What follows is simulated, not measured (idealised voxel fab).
Presented below is a process module, voxel wiring stack.
This is section cut - it's 200 nm across, gridded in 5 nm square cells.
Notation: cross-section as square-cell grid; stated in bands, top first, going down; one or more cell rows per band. First you get the band's top height and its bottom height, in nm, and then the materials it's made of, left to right, with each width in nm. If you see a single material with "full width", that one covers the band edge to edge. "air" is empty space. All heights in this document are referenced to 0, defined as the level beneath which the wafer, as received, consists entirely of one material. The lowest band is not bounded below; it extends indefinitely downward and is written in the form "0 and below". The notation "30->40" denotes a width that varies across the rows of cells in the band, beginning at the first number in the top row, finishing at the second number in the bottom row, and changing by an identical amount from each row to the next. Key: "no modification" - step with no changed cell in the cross-section. "Sealed void list" specifies each empty space that is not open to the top and that occupies no fewer than 8 cells, using the form width x height at distance, the distance measured from the left edge and all three quantities in nm. What comes after the settings on a step's line is commentary from the simulator itself on that step. overlay nm: step with mask; distance mask lay right of planned place; negative value = left of planned place.

## The steps planned for the process are as follows
- 1: RECEIVE [material Si]
- 2: CONFORMAL_DEP [material SiO2] [thk nm 10]
- 3: DIRECTIONAL_DEP [material TiN] [thk nm 5]
- 4: DIRECTIONAL_DEP [material W] [thk nm 25]
- 5: DIRECTIONAL_DEP [material aC] [thk nm 15]
- 6: PATTERN [tone cover] [mask id METAL_1] [material resist] [width nm 20] [pitch nm 40] [thk nm 35] [overlay nm 0]
- 7: DIRECTIONAL_ETCH [etch materials aC] [depth nm 15]
- 8: STRIP [etch materials resist]
- 9: DIRECTIONAL_ETCH [etch materials W] [depth nm 25]
- 10: DIRECTIONAL_ETCH [etch materials TiN] [depth nm 5]
- 11: STRIP [etch materials aC]
- 12: FILL_DEP [material lowk] [thk nm 5]
- 13: CMP [height nm 40]
- 14: CONFORMAL_DEP [material SiCN] [thk nm 5]
- 15: DIRECTIONAL_DEP [material lowk] [thk nm 10]
- 16: DIRECTIONAL_DEP [material aC] [thk nm 15]
- 17: PATTERN [tone open] [mask id PLUG_1] [material resist] [width nm 15] [pitch nm 40] [thk nm 35] [overlay nm 0]
- 18: DIRECTIONAL_ETCH [etch materials aC] [depth nm 15]
- 19: STRIP [etch materials resist]
- 20: DIRECTIONAL_ETCH [etch materials lowk] [depth nm 10]
- 21: DIRECTIONAL_ETCH [etch materials SiCN] [depth nm 5]
- 22: STRIP [etch materials aC]
- 23: EPI [material Ru] [thk nm 10]
- 24: EPI [material Ru] [thk nm 5]
- 25: CONFORMAL_DEP [material SiN] [thk nm 5]
- 26: DIRECTIONAL_DEP [material SiO2] [thk nm 15]
- 27: MASKED_ETCH [tone open] [mask id METAL_2] [width nm 20] [pitch nm 40] [etch materials SiO2] [depth nm 15] [overlay nm 0]
- 28: MASKED_ETCH [tone open] [mask id METAL_2] [width nm 20] [pitch nm 40] [etch materials SiN] [depth nm 5] [overlay nm 0]
- 29: CONFORMAL_DEP [material TiN] [thk nm 5]
- 30: FILL_DEP [material W] [thk nm 5]
- 31: CMP [height nm 75]
- 32: EPI [material Ru] [thk nm 5]
- 33: FILL_DEP [material SiCN] [thk nm 5]
- 34: DIRECTIONAL_DEP [material SiO2] [thk nm 15]
- 35: DIRECTIONAL_DEP [material aC] [thk nm 10]
- 36: PATTERN [tone open] [mask id PLUG_2] [material resist] [width nm 15] [pitch nm 40] [thk nm 25] [overlay nm 0]
- 37: DIRECTIONAL_ETCH [etch materials aC] [depth nm 10]
- 38: STRIP [etch materials resist]
- 39: DIRECTIONAL_ETCH [etch materials SiO2] [depth nm 15]
- 40: DIRECTIONAL_ETCH [etch materials SiCN] [depth nm 5]
- 41: STRIP [etch materials aC]
- 42: EPI [material Ru] [thk nm 10]
- 43: EPI [material Ru] [thk nm 10]
- 44: DIRECTIONAL_DEP [material TiN] [thk nm 5]
- 45: DIRECTIONAL_DEP [material W] [thk nm 15]
- 46: MASKED_ETCH [tone cover] [mask id METAL_3] [width nm 20] [pitch nm 40] [etch materials W] [depth nm 15] [overlay nm 0]
- 47: MASKED_ETCH [tone cover] [mask id METAL_3] [width nm 20] [pitch nm 40] [etch materials TiN] [depth nm 5] [overlay nm 0]
- 48: FILL_DEP [material SiO2] [thk nm 10]
- 49: CMP [height nm 120]
- 50: CONFORMAL_DEP [material SiN] [thk nm 5]

## Cross-section of the wafer as it came to us, i.e., already through step 1
	0 and below = Si full width
	Sealed void list: none

## The cross-section shown corresponds to the wafer at the conclusion of the module. The initial structure and the process plan are those presented above; however, one mistake occurred in executing the plan
	125 down to 120 = SiN full width
	120 down to 105 = 50 nm SiO2  20 nm W  20 nm SiO2  20 nm W  20 nm SiO2  20 nm W  50 nm SiO2
	105 down to 100 = 50 nm SiO2  20 nm TiN  20 nm SiO2  20 nm TiN  20 nm SiO2  20 nm TiN  50 nm SiO2
	100 down to 95 = 45 nm SiO2  25 nm Ru  15 nm SiO2  25 nm Ru  15 nm SiO2  25 nm Ru  50 nm SiO2
	95 down to 80 = 50 nm SiO2  15 nm Ru  25 nm SiO2  15 nm Ru  25 nm SiO2  15 nm Ru  55 nm SiO2
	80 down to 75 = 45 nm SiO2  30 nm Ru  10 nm SiO2  30 nm Ru  10 nm SiO2  30 nm Ru  45 nm SiO2
	75 down to 60 = 50 nm SiO2  5 nm TiN  10 nm W  5 nm TiN  20 nm SiO2  5 nm TiN  10 nm W  5 nm TiN  20 nm SiO2  5 nm TiN  10 nm W  5 nm TiN  50 nm SiO2
	60 down to 55 = 50 nm SiN  20 nm TiN  20 nm SiN  20 nm TiN  20 nm SiN  20 nm TiN  50 nm SiN
	55 down to 45 = 50 nm lowk  15 nm Ru  25 nm lowk  15 nm Ru  25 nm lowk  15 nm Ru  55 nm lowk
	45 down to 40 = 50 nm SiCN  15 nm Ru  25 nm SiCN  15 nm Ru  25 nm SiCN  15 nm Ru  55 nm SiCN
	40 down to 15 = 50 nm lowk  20 nm W  20 nm lowk  20 nm W  20 nm lowk  20 nm W  50 nm lowk
	15 down to 10 = 50 nm lowk  20 nm TiN  20 nm lowk  20 nm TiN  20 nm lowk  20 nm TiN  50 nm lowk
	10 down to 0 = SiO2 full width
	0 and below = Si full width
	Sealed void list: none
The plan and the run diverged here: with respect to the plan, step 33 was omitted and not executed
